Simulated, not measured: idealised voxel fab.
Process module name: voxel capacitor over wiring
Cross-section cut: width 160 nm, square cells of 5 nm.
Square cells in a grid make up a cross-section in this document, and the grid is given as bands, listed from the top down, each one or more rows of cells.
Read a band's entry like this: the first values are the height of its top and the height of its bottom in nm, and what follows is the sequence of materials from left to right, each with its width in nm. Note that "blank" is empty space, and that a single material marked "throughout" reaches across the band from edge to edge.
Height datum 0, below which the as-received substrate wafer is one material. Lowest band open at the bottom, running downward: "top 0, no bottom".
The notation "30 to 40" denotes a width that varies across the rows of cells in the band, beginning at the first number in the top row, finishing at the second number in the bottom row, and changing by an identical amount from each row to the next.
For the purposes of this document, the phrase "remains unaltered" attached to a step denotes that no cell within the cross-section was modified by that step.
Closed void inventory: empty space of 8 cells or more with no open way to the top, each as width x height at its distance from the left edge, in nm
On each step's line, the part that comes after the settings is the simulator's own comment on the step.
overlay nm: right-of-plan distance of the mask on a masked step; negative values mean left-of-plan.

The process steps that were planned are listed below
1. RECEIVE [material Si]
2. CONFORMAL_DEP [material SiO2] [thk nm 10]
3. DIRECTIONAL_DEP [material TiN] [thk nm 5]
4. DIRECTIONAL_DEP [material Ru] [thk nm 20]
5. PATTERN [tone cover] [mask id METAL_1] [material resist] [width nm 25] [pitch nm 75] [thk nm 15] [overlay nm 0]
6. DIRECTIONAL_ETCH [etch materials Ru] [depth nm 20]
7. DIRECTIONAL_ETCH [etch materials TiN] [depth nm 5]
8. STRIP [etch materials resist]
9. CONFORMAL_DEP [material SiCN] [thk nm 5]
10. FILL_DEP [material lowk] [thk nm 10]
11. CMP [height nm 35]
12. CONFORMAL_DEP [material SiCN] [thk nm 5]
13. DIRECTIONAL_DEP [material lowk] [thk nm 10]
14. PATTERN [tone open] [mask id PLUG_1] [material resist] [width nm 15] [thk nm 15] [overlay nm 0]
15. DIRECTIONAL_ETCH [etch materials lowk] [depth nm 10]
16. DIRECTIONAL_ETCH [etch materials SiCN] [depth nm 5]
17. STRIP [etch materials resist]
18. CONFORMAL_DEP [material TiN] [thk nm 5]
19. FILL_DEP [material Cu] [thk nm 5]
20. CMP [height nm 50]
21. DIRECTIONAL_DEP [material TiN] [thk nm 5]
22. DIRECTIONAL_DEP [material Al2O3] [thk nm 5]
23. DIRECTIONAL_DEP [material TiN] [thk nm 10]
24. MASKED_ETCH [tone cover] [mask id UPPER_PLATE] [width nm 55] [etch materials TiN] [depth nm 10] [overlay nm 0]
25. MASKED_ETCH [tone cover] [mask id UPPER_PLATE] [width nm 55] [etch materials Al2O3] [depth nm 5] [overlay nm 0]
26. MASKED_ETCH [tone cover] [mask id LOWER_PLATE] [width nm 65] [etch materials TiN] [depth nm 5] [overlay nm 0]
27. FILL_DEP [material SiO2] [thk nm 15]
28. CMP [height nm 80]
29. DIRECTIONAL_DEP [material aC] [thk nm 15]
30. PATTERN [tone open] [mask id PLUG_2] [material resist] [width nm 15] [thk nm 35] [overlay nm 0]
31. DIRECTIONAL_ETCH [etch materials aC] [depth nm 15]
32. STRIP [etch materials resist]
33. DIRECTIONAL_ETCH [etch materials SiO2] [depth nm 10]
34. STRIP [etch materials aC]
35. CONFORMAL_DEP [material TiN] [thk nm 5]
36. FILL_DEP [material Cu] [thk nm 10]
37. CMP [height nm 80]
38. CONFORMAL_DEP [material SiCN] [thk nm 5]

So, the first of our two wafers, run just as we planned it

Delivered wafer in cross-section: state after step 1
* top 0, no bottom  Si throughout
* Closed void inventory: none

State of the wafer after step 2, shown in cross-section
* top 10, bottom 0  SiO2 throughout
* Lower than 0, everything is as it was.

State of the wafer after step 3, shown in cross-section
* top 15, bottom 10  TiN throughout
* Lower than 10, everything is as it was.

State of the wafer after step 4, shown in cross-section
* top 35, bottom 15  Ru throughout
* Lower than 15, everything is as it was.

State of the wafer after step 5, shown in cross-section
* top 50, bottom 35  blank (30); resist (25); blank (50); resist (25); blank (30)
* Lower than 35, everything is as it was.

State of the wafer after step 6, shown in cross-section
* top 50, bottom 35  blank (30); resist (25); blank (50); resist (25); blank (30)
* top 35, bottom 15  blank (30); Ru (25); blank (50); Ru (25); blank (30)
* Lower than 15, everything is as it was.

State of the wafer after step 7, shown in cross-section
* top 50, bottom 35  blank (30); resist (25); blank (50); resist (25); blank (30)
* top 35, bottom 15  blank (30); Ru (25); blank (50); Ru (25); blank (30)
* top 15, bottom 10  blank (30); TiN (25); blank (50); TiN (25); blank (30)
* Lower than 10, everything is as it was.

State of the wafer after step 8, shown in cross-section
* top 35, bottom 15  blank (30); Ru (25); blank (50); Ru (25); blank (30)
* Lower than 15, everything is as it was.

State of the wafer after step 9, shown in cross-section
* top 40, bottom 35  blank (25); SiCN (35); blank (40); SiCN (35); blank (25)
* top 35, bottom 15  blank (25); SiCN (5); Ru (25); SiCN (5); blank (40); SiCN (5); Ru (25); SiCN (5); blank (25)
* top 15, bottom 10  SiCN (30); TiN (25); SiCN (50); TiN (25); SiCN (30)
* Lower than 10, everything is as it was.

State of the wafer after step 10, shown in cross-section
* top 50, bottom 40  lowk throughout
* top 40, bottom 35  lowk (25); SiCN (35); lowk (40); SiCN (35); lowk (25)
* top 35, bottom 15  lowk (25); SiCN (5); Ru (25); SiCN (5); lowk (40); SiCN (5); Ru (25); SiCN (5); lowk (25)
* Lower than 15, everything is as it was.

State of the wafer after step 11, shown in cross-section
* top 35, bottom 15  lowk (25); SiCN (5); Ru (25); SiCN (5); lowk (40); SiCN (5); Ru (25); SiCN (5); lowk (25)
* Lower than 15, everything is as it was.

State of the wafer after step 12, shown in cross-section
* top 40, bottom 35  SiCN throughout
* Lower than 35, everything is as it was.

State of the wafer after step 13, shown in cross-section
* top 50, bottom 40  lowk throughout
* Lower than 40, everything is as it was.

State of the wafer after step 14, shown in cross-section
* top 65, bottom 50  resist (40); blank (15); resist (105)
* Lower than 50, everything is as it was.

State of the wafer after step 15, shown in cross-section
* top 65, bottom 50  resist (40); blank (15); resist (105)
* top 50, bottom 40  lowk (40); blank (15); lowk (105)
* Lower than 40, everything is as it was.

State of the wafer after step 16, shown in cross-section
* top 65, bottom 50  resist (40); blank (15); resist (105)
* top 50, bottom 40  lowk (40); blank (15); lowk (105)
* top 40, bottom 35  SiCN (40); blank (15); SiCN (105)
* Lower than 35, everything is as it was.

State of the wafer after step 17, shown in cross-section
* top 50, bottom 40  lowk (40); blank (15); lowk (105)
* Lower than 40, everything is as it was.

State of the wafer after step 18, shown in cross-section
* top 55, bottom 50  TiN (45); blank (5); TiN (110)
* top 50, bottom 40  lowk (40); TiN (5); blank (5); TiN (5); lowk (105)
* top 40, bottom 35  SiCN (40); TiN (15); SiCN (105)
* Lower than 35, everything is as it was.

State of the wafer after step 19, shown in cross-section
* top 60, bottom 55  Cu throughout
* top 55, bottom 50  TiN (45); Cu (5); TiN (110)
* top 50, bottom 40  lowk (40); TiN (5); Cu (5); TiN (5); lowk (105)
* Lower than 40, everything is as it was.

State of the wafer after step 20, shown in cross-section
* top 50, bottom 40  lowk (40); TiN (5); Cu (5); TiN (5); lowk (105)
* Lower than 40, everything is as it was.

State of the wafer after step 21, shown in cross-section
* top 55, bottom 50  TiN throughout
* Lower than 50, everything is as it was.

State of the wafer after step 22, shown in cross-section
* top 60, bottom 55  Al2O3 throughout
* Lower than 55, everything is as it was.

State of the wafer after step 23, shown in cross-section
* top 70, bottom 60  TiN throughout
* Lower than 60, everything is as it was.

State of the wafer after step 24, shown in cross-section
* top 70, bottom 60  blank (40); TiN (55); blank (65)
* Lower than 60, everything is as it was.

State of the wafer after step 25, shown in cross-section
* top 70, bottom 60  blank (40); TiN (55); blank (65)
* top 60, bottom 55  blank (40); Al2O3 (55); blank (65)
* Lower than 55, everything is as it was.

State of the wafer after step 26, shown in cross-section
* top 70, bottom 60  blank (40); TiN (55); blank (65)
* top 60, bottom 55  blank (40); Al2O3 (55); blank (65)
* top 55, bottom 50  blank (35); TiN (65); blank (60)
* Lower than 50, everything is as it was.

State of the wafer after step 27, shown in cross-section
* top 85, bottom 70  SiO2 throughout
* top 70, bottom 60  SiO2 (40); TiN (55); SiO2 (65)
* top 60, bottom 55  SiO2 (40); Al2O3 (55); SiO2 (65)
* top 55, bottom 50  SiO2 (35); TiN (65); SiO2 (60)
* Lower than 50, everything is as it was.

State of the wafer after step 28, shown in cross-section
* top 80, bottom 70  SiO2 throughout
* Lower than 70, everything is as it was.

State of the wafer after step 29, shown in cross-section
* top 95, bottom 80  aC throughout
* Lower than 80, everything is as it was.

State of the wafer after step 30, shown in cross-section
* top 130, bottom 95  resist (50); blank (15); resist (95)
* Lower than 95, everything is as it was.

State of the wafer after step 31, shown in cross-section
* top 115, bottom 95  resist (50); blank (15); resist (95)
* top 95, bottom 80  aC (50); blank (15); aC (95)
* Lower than 80, everything is as it was.

State of the wafer after step 32, shown in cross-section
* top 95, bottom 80  aC (50); blank (15); aC (95)
* Lower than 80, everything is as it was.

State of the wafer after step 33, shown in cross-section
* top 95, bottom 80  aC (50); blank (15); aC (95)
* top 80, bottom 70  SiO2 (50); blank (15); SiO2 (95)
* Lower than 70, everything is as it was.

State of the wafer after step 34, shown in cross-section
* top 80, bottom 70  SiO2 (50); blank (15); SiO2 (95)
* Lower than 70, everything is as it was.

State of the wafer after step 35, shown in cross-section
* top 85, bottom 80  TiN (55); blank (5); TiN (100)
* top 80, bottom 75  SiO2 (50); TiN (5); blank (5); TiN (5); SiO2 (95)
* top 75, bottom 70  SiO2 (50); TiN (15); SiO2 (95)
* Lower than 70, everything is as it was.

State of the wafer after step 36, shown in cross-section
* top 95, bottom 85  Cu throughout
* top 85, bottom 80  TiN (55); Cu (5); TiN (100)
* top 80, bottom 75  SiO2 (50); TiN (5); Cu (5); TiN (5); SiO2 (95)
* Lower than 75, everything is as it was.

State of the wafer after step 37, shown in cross-section
* top 80, bottom 75  SiO2 (50); TiN (5); Cu (5); TiN (5); SiO2 (95)
* Lower than 75, everything is as it was.

State of the wafer after step 38, shown in cross-section
* top 85, bottom 80  SiCN throughout
* Lower than 80, everything is as it was.

Second wafer, same starting state and plan as the first, one mistake in the run, identical through step 1

The second wafer in cross-section, at the planned close of step 2
* top 5, bottom 0  TiN throughout
* Lower than 0, everything is as it was.

The second wafer in cross-section, at the planned close of step 3
* top 15, bottom 5  SiO2 throughout
* Lower than 5, everything is as it was.

The second wafer in cross-section, at the planned close of step 4
* top 35, bottom 15  Ru throughout
* Lower than 15, everything is as it was.

The second wafer in cross-section, at the planned close of step 5
* top 50, bottom 35  blank (30); resist (25); blank (50); resist (25); blank (30)
* Lower than 35, everything is as it was.

The second wafer in cross-section, at the planned close of step 6
* top 50, bottom 35  blank (30); resist (25); blank (50); resist (25); blank (30)
* top 35, bottom 15  blank (30); Ru (25); blank (50); Ru (25); blank (30)
* Lower than 15, everything is as it was.

The second wafer in cross-section, at the planned close of step 7: remains unaltered

The second wafer in cross-section, at the planned close of step 8
* top 35, bottom 15  blank (30); Ru (25); blank (50); Ru (25); blank (30)
* Lower than 15, everything is as it was.

The second wafer in cross-section, at the planned close of step 9
* top 40, bottom 35  blank (25); SiCN (35); blank (40); SiCN (35); blank (25)
* top 35, bottom 20  blank (25); SiCN (5); Ru (25); SiCN (5); blank (40); SiCN (5); Ru (25); SiCN (5); blank (25)
* top 20, bottom 15  SiCN (30); Ru (25); SiCN (50); Ru (25); SiCN (30)
* Lower than 15, everything is as it was.

The second wafer in cross-section, at the planned close of step 10
* top 50, bottom 40  lowk throughout
* top 40, bottom 35  lowk (25); SiCN (35); lowk (40); SiCN (35); lowk (25)
* top 35, bottom 20  lowk (25); SiCN (5); Ru (25); SiCN (5); lowk (40); SiCN (5); Ru (25); SiCN (5); lowk (25)
* Lower than 20, everything is as it was.

The second wafer in cross-section, at the planned close of step 11
* top 35, bottom 20  lowk (25); SiCN (5); Ru (25); SiCN (5); lowk (40); SiCN (5); Ru (25); SiCN (5); lowk (25)
* Lower than 20, everything is as it was.

The second wafer in cross-section, at the planned close of step 12
* top 40, bottom 35  SiCN throughout
* Lower than 35, everything is as it was.

The second wafer in cross-section, at the planned close of step 13
* top 50, bottom 40  lowk throughout
* Lower than 40, everything is as it was.

The second wafer in cross-section, at the planned close of step 14
* top 65, bottom 50  resist (40); blank (15); resist (105)
* Lower than 50, everything is as it was.

The second wafer in cross-section, at the planned close of step 15
* top 65, bottom 50  resist (40); blank (15); resist (105)
* top 50, bottom 40  lowk (40); blank (15); lowk (105)
* Lower than 40, everything is as it was.

The second wafer in cross-section, at the planned close of step 16
* top 65, bottom 50  resist (40); blank (15); resist (105)
* top 50, bottom 40  lowk (40); blank (15); lowk (105)
* top 40, bottom 35  SiCN (40); blank (15); SiCN (105)
* Lower than 35, everything is as it was.

The second wafer in cross-section, at the planned close of step 17
* top 50, bottom 40  lowk (40); blank (15); lowk (105)
* Lower than 40, everything is as it was.

The second wafer in cross-section, at the planned close of step 18
* top 55, bottom 50  TiN (45); blank (5); TiN (110)
* top 50, bottom 40  lowk (40); TiN (5); blank (5); TiN (5); lowk (105)
* top 40, bottom 35  SiCN (40); TiN (15); SiCN (105)
* Lower than 35, everything is as it was.

The second wafer in cross-section, at the planned close of step 19
* top 60, bottom 55  Cu throughout
* top 55, bottom 50  TiN (45); Cu (5); TiN (110)
* top 50, bottom 40  lowk (40); TiN (5); Cu (5); TiN (5); lowk (105)
* Lower than 40, everything is as it was.

The second wafer in cross-section, at the planned close of step 20
* top 50, bottom 40  lowk (40); TiN (5); Cu (5); TiN (5); lowk (105)
* Lower than 40, everything is as it was.

The second wafer in cross-section, at the planned close of step 21
* top 55, bottom 50  TiN throughout
* Lower than 50, everything is as it was.

The second wafer in cross-section, at the planned close of step 22
* top 60, bottom 55  Al2O3 throughout
* Lower than 55, everything is as it was.

The second wafer in cross-section, at the planned close of step 23
* top 70, bottom 60  TiN throughout
* Lower than 60, everything is as it was.

The second wafer in cross-section, at the planned close of step 24
* top 70, bottom 60  blank (40); TiN (55); blank (65)
* Lower than 60, everything is as it was.

The second wafer in cross-section, at the planned close of step 25
* top 70, bottom 60  blank (40); TiN (55); blank (65)
* top 60, bottom 55  blank (40); Al2O3 (55); blank (65)
* Lower than 55, everything is as it was.

The second wafer in cross-section, at the planned close of step 26
* top 70, bottom 60  blank (40); TiN (55); blank (65)
* top 60, bottom 55  blank (40); Al2O3 (55); blank (65)
* top 55, bottom 50  blank (35); TiN (65); blank (60)
* Lower than 50, everything is as it was.

The second wafer in cross-section, at the planned close of step 27
* top 85, bottom 70  SiO2 throughout
* top 70, bottom 60  SiO2 (40); TiN (55); SiO2 (65)
* top 60, bottom 55  SiO2 (40); Al2O3 (55); SiO2 (65)
* top 55, bottom 50  SiO2 (35); TiN (65); SiO2 (60)
* Lower than 50, everything is as it was.

The second wafer in cross-section, at the planned close of step 28
* top 80, bottom 70  SiO2 throughout
* Lower than 70, everything is as it was.

The second wafer in cross-section, at the planned close of step 29
* top 95, bottom 80  aC throughout
* Lower than 80, everything is as it was.

The second wafer in cross-section, at the planned close of step 30
* top 130, bottom 95  resist (50); blank (15); resist (95)
* Lower than 95, everything is as it was.

The second wafer in cross-section, at the planned close of step 31
* top 115, bottom 95  resist (50); blank (15); resist (95)
* top 95, bottom 80  aC (50); blank (15); aC (95)
* Lower than 80, everything is as it was.

The second wafer in cross-section, at the planned close of step 32
* top 95, bottom 80  aC (50); blank (15); aC (95)
* Lower than 80, everything is as it was.

The second wafer in cross-section, at the planned close of step 33
* top 95, bottom 80  aC (50); blank (15); aC (95)
* top 80, bottom 70  SiO2 (50); blank (15); SiO2 (95)
* Lower than 70, everything is as it was.

The second wafer in cross-section, at the planned close of step 34
* top 80, bottom 70  SiO2 (50); blank (15); SiO2 (95)
* Lower than 70, everything is as it was.

The second wafer in cross-section, at the planned close of step 35
* top 85, bottom 80  TiN (55); blank (5); TiN (100)
* top 80, bottom 75  SiO2 (50); TiN (5); blank (5); TiN (5); SiO2 (95)
* top 75, bottom 70  SiO2 (50); TiN (15); SiO2 (95)
* Lower than 70, everything is as it was.

The second wafer in cross-section, at the planned close of step 36
* top 95, bottom 85  Cu throughout
* top 85, bottom 80  TiN (55); Cu (5); TiN (100)
* top 80, bottom 75  SiO2 (50); TiN (5); Cu (5); TiN (5); SiO2 (95)
* Lower than 75, everything is as it was.

The second wafer in cross-section, at the planned close of step 37
* top 80, bottom 75  SiO2 (50); TiN (5); Cu (5); TiN (5); SiO2 (95)
* Lower than 75, everything is as it was.

The second wafer in cross-section, at the planned close of step 38
* top 85, bottom 80  SiCN throughout
* Lower than 80, everything is as it was.
Error vs. plan: a sequencing error occurred in which plan steps 2 and 3 were transposed
Once processing is complete, comparing cell counts shows that the second wafer has more or fewer of certain materials than the first: SiCN -4 | TiN +22 | lowk -18
